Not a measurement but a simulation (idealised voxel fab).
Herein follows the process module entitled voxel self aligned vias.
Xsec cut, 220 nm wide, square cell size 5 nm.
Reading order for cross-sections: top band down to bottom band. Underlying form: a grid of square cells. Band size: one or more rows of cells. Top, bottom (nm), then materials left to right with widths (nm); lone material tagged "everywhere" fills the whole band edge to edge; "empty" = empty space. Note: height 0 marks the level under which the wafer is uniformly one material as received. Lowest band unbounded below, written "from 0 down". The two numbers in a width such as "30->40" mark its ends across the band: the first belongs to the top row of cells, the second to the bottom row, and from each row to the next the width moves by the same amount. A step reported as "changes: none" is a step in which no cell of the cross-section changed. What "Enclosed void listing" gives you is every empty space of 8 cells or more that is cut off from the top. Each appears as width x height at distance, with the distance taken from the left edge and width, height and distance all in nm. Whatever follows a step's settings on its line is a remark the simulator itself makes about that step. A step's line can hold "overlay nm"; with a mask on that step, the setting says how far right of the planned place the mask lay, while a negative setting says it lay to the left.

This section lists the process steps that were planned:
- 1: op RECEIVE | material Si
- 2: op CONFORMAL_DEP | material SiO2 | thk nm 10
- 3: op CONFORMAL_DEP | material SiCN | thk nm 5
- 4: op DIRECTIONAL_DEP | material SiO2 | thk nm 25
- 5: op PATTERN | tone open | mask id LINES | material resist | width nm 20 | pitch nm 50 | thk nm 15 | overlay nm 0
- 6: op DIRECTIONAL_ETCH | etch materials SiO2 | depth nm 25
- 7: op STRIP | etch materials resist
- 8: op CONFORMAL_DEP | material TiN | thk nm 5
- 9: op FILL_DEP | material W | thk nm 10
- 10: op CMP | height nm 40
- 11: op SELECTIVE_ETCH | etch materials W Ru TiN | depth nm 5
- 12: op FILL_DEP | material SiN | thk nm 10
- 13: op CMP | height nm 40
- 14: op DIRECTIONAL_DEP | material SiO2 | thk nm 15
- 15: op MASKED_ETCH | tone open | mask id VIAS | width nm 30 | pitch nm 100 | etch materials SiO2 | depth nm 15 | overlay nm 0
- 16: op MASKED_ETCH | tone open | mask id VIAS | width nm 30 | pitch nm 100 | etch materials SiN | depth nm 5 | overlay nm 0
- 17: op CONFORMAL_DEP | material TiN | thk nm 5
- 18: op FILL_DEP | material Ru | thk nm 10
- 19: op CMP | height nm 55
- 20: op CONFORMAL_DEP | material SiN | thk nm 5

Step 1 complete: cross-section of the wafer as received:
    from 0 down  Si everywhere
    Enclosed void listing: none

Result of the module, cross-sectioned: start per above, plan per above, one error in how it was run:
    from 60 to 55  SiN everywhere
    from 55 to 40  45 of SiO2, then 5 of TiN, then 20 of SiO2, then 5 of TiN, then 70 of SiO2, then 5 of TiN, then 20 of SiO2, then 5 of TiN, then 45 of SiO2
    from 40 to 35  50 of SiO2, then 20 of SiN, then 30 of SiO2, then 20 of SiN, then 30 of SiO2, then 20 of SiN, then 50 of SiO2
    from 35 to 20  50 of SiO2, then 5 of TiN, then 10 of W, then 5 of TiN, then 30 of SiO2, then 5 of TiN, then 10 of W, then 5 of TiN, then 30 of SiO2, then 5 of TiN, then 10 of W, then 5 of TiN, then 50 of SiO2
    from 20 to 15  50 of SiO2, then 20 of TiN, then 30 of SiO2, then 20 of TiN, then 30 of SiO2, then 20 of TiN, then 50 of SiO2
    from 15 to 10  SiCN everywhere
    from 10 to 0  SiO2 everywhere
    from 0 down  Si everywhere
    Enclosed void listing: none
what went wrong: steps 14 and 15 got flipped, so each one ran where the other should have
